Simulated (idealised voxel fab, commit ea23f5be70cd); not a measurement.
Documented hereafter: the process module known as voxel capacitor over wiring.
FYI the section here is cut, 200 nm wide, cells are 5 nm squares.
Think of the cross-section as a grid of square cells. We describe it in bands, top to bottom, and each band covers one or more rows of those cells. Band: top and bottom heights (nm) first, top before bottom; then materials from left to right, widths in nm. "all across" marks a sole material filling the band edge to edge. "blank" denotes empty space. Where do heights start? At 0: under that level the wafer as delivered is made of one material only. And the lowest band has no floor; it just carries on downward, as in "0..down". Width: "30->40" (first number = top row, second number = bottom row, same change from row to row of cells). "no alteration" for a step: no cell of the cross-section changed in that step. Entry "Enclosed void catalog". Content: empty spaces with no open connection to the top, size 8 cells or greater. Each: width x height at distance. Distance: from left edge. Unit: nm. The remark found on a step's line after its settings is issued by the simulator itself and pertains to that step. "overlay nm" on a masked step: distance the mask lay right of its planned place, negative for left.

# These are the steps we planned for the process
| 1 | RECEIVE with material Si |
| 2 | CONFORMAL_DEP with material SiO2, thk nm 15 |
| 3 | DIRECTIONAL_DEP with material TiN, thk nm 5 |
| 4 | DIRECTIONAL_DEP with material Ru, thk nm 20 |
| 5 | MASKED_ETCH with tone cover, mask id METAL_1, width nm 20, pitch nm 90, etch materials Ru, depth nm 20, overlay nm 0 |
| 6 | MASKED_ETCH with tone cover, mask id METAL_1, width nm 20, pitch nm 90, etch materials TiN, depth nm 5, overlay nm 0 |
| 7 | FILL_DEP with material SiO2, thk nm 10 |
| 8 | CMP with height nm 40 |
| 9 | CONFORMAL_DEP with material SiCN, thk nm 5 |
| 10 | DIRECTIONAL_DEP with material lowk, thk nm 15 |
| 11 | MASKED_ETCH with tone open, mask id PLUG_1, width nm 15, etch materials lowk, depth nm 15, overlay nm -15 |
| 12 | MASKED_ETCH with tone open, mask id PLUG_1, width nm 15, etch materials SiCN, depth nm 5, overlay nm 0 |
| 13 | EPI with material Ru, thk nm 10 |
| 14 | EPI with material Ru, thk nm 10 |
| 15 | DIRECTIONAL_DEP with material TiN, thk nm 10 |
| 16 | DIRECTIONAL_DEP with material SiN, thk nm 5 |
| 17 | DIRECTIONAL_DEP with material TiN, thk nm 10 |
| 18 | DIRECTIONAL_DEP with material aC, thk nm 15 |
| 19 | PATTERN with tone cover, mask id UPPER_PLATE, material resist, width nm 75, thk nm 30, overlay nm 0 |
| 20 | DIRECTIONAL_ETCH with etch materials aC, depth nm 15 |
| 21 | STRIP with etch materials resist |
| 22 | DIRECTIONAL_ETCH with etch materials TiN, depth nm 10 |
| 23 | DIRECTIONAL_ETCH with etch materials SiN, depth nm 5 |
| 24 | STRIP with etch materials aC |
| 25 | MASKED_ETCH with tone cover, mask id LOWER_PLATE, width nm 85, etch materials TiN, depth nm 10, overlay nm 0 |
| 26 | FILL_DEP with material SiO2, thk nm 20 |
| 27 | CMP with height nm 100 |
| 28 | PATTERN with tone open, mask id PLUG_2, material resist, width nm 15, thk nm 15, overlay nm 0 |
| 29 | DIRECTIONAL_ETCH with etch materials SiO2, depth nm 15 |
| 30 | STRIP with etch materials resist |
| 31 | CONFORMAL_DEP with material TiN, thk nm 5 |
| 32 | FILL_DEP with material W, thk nm 10 |
| 33 | CMP with height nm 100 |
| 34 | CONFORMAL_DEP with material SiCN, thk nm 5 |
Split variable: overlay nm, step 11. Plan value = first wafer. Wafers start alike.

# Here's the first of the wafers in cross-section, just as we got it, i.e. after step 1
0..down  Si all across
Enclosed void catalog: none

# Every row in this table is a wafer at the end of the module, and it gives, for each of the materials, the cells that wafer has gained (+) or lost (-) since it was received, then its closed voids
overlay nm -15, +32 Ru, +80 SiCN, +15 SiN, +521 SiO2, +79 TiN, +2 W, +111 lowk, Enclosed void catalog: none
overlay nm -10, +42 Ru, +79 SiCN, +15 SiN, +512 SiO2, +79 TiN, +2 W, +111 lowk, Enclosed void catalog: none
overlay nm -5, +43 Ru, +78 SiCN, +15 SiN, +512 SiO2, +79 TiN, +2 W, +111 lowk, Enclosed void catalog: none
overlay nm 0, +44 Ru, +77 SiCN, +15 SiN, +512 SiO2, +79 TiN, +2 W, +111 lowk, Enclosed void catalog: none
overlay nm 5, +43 Ru, +78 SiCN, +15 SiN, +512 SiO2, +79 TiN, +2 W, +111 lowk, Enclosed void catalog: none
overlay nm 10, +42 Ru, +79 SiCN, +15 SiN, +512 SiO2, +79 TiN, +2 W, +111 lowk, Enclosed void catalog: none
overlay nm 15, +32 Ru, +80 SiCN, +15 SiN, +521 SiO2, +79 TiN, +2 W, +111 lowk, Enclosed void catalog: none
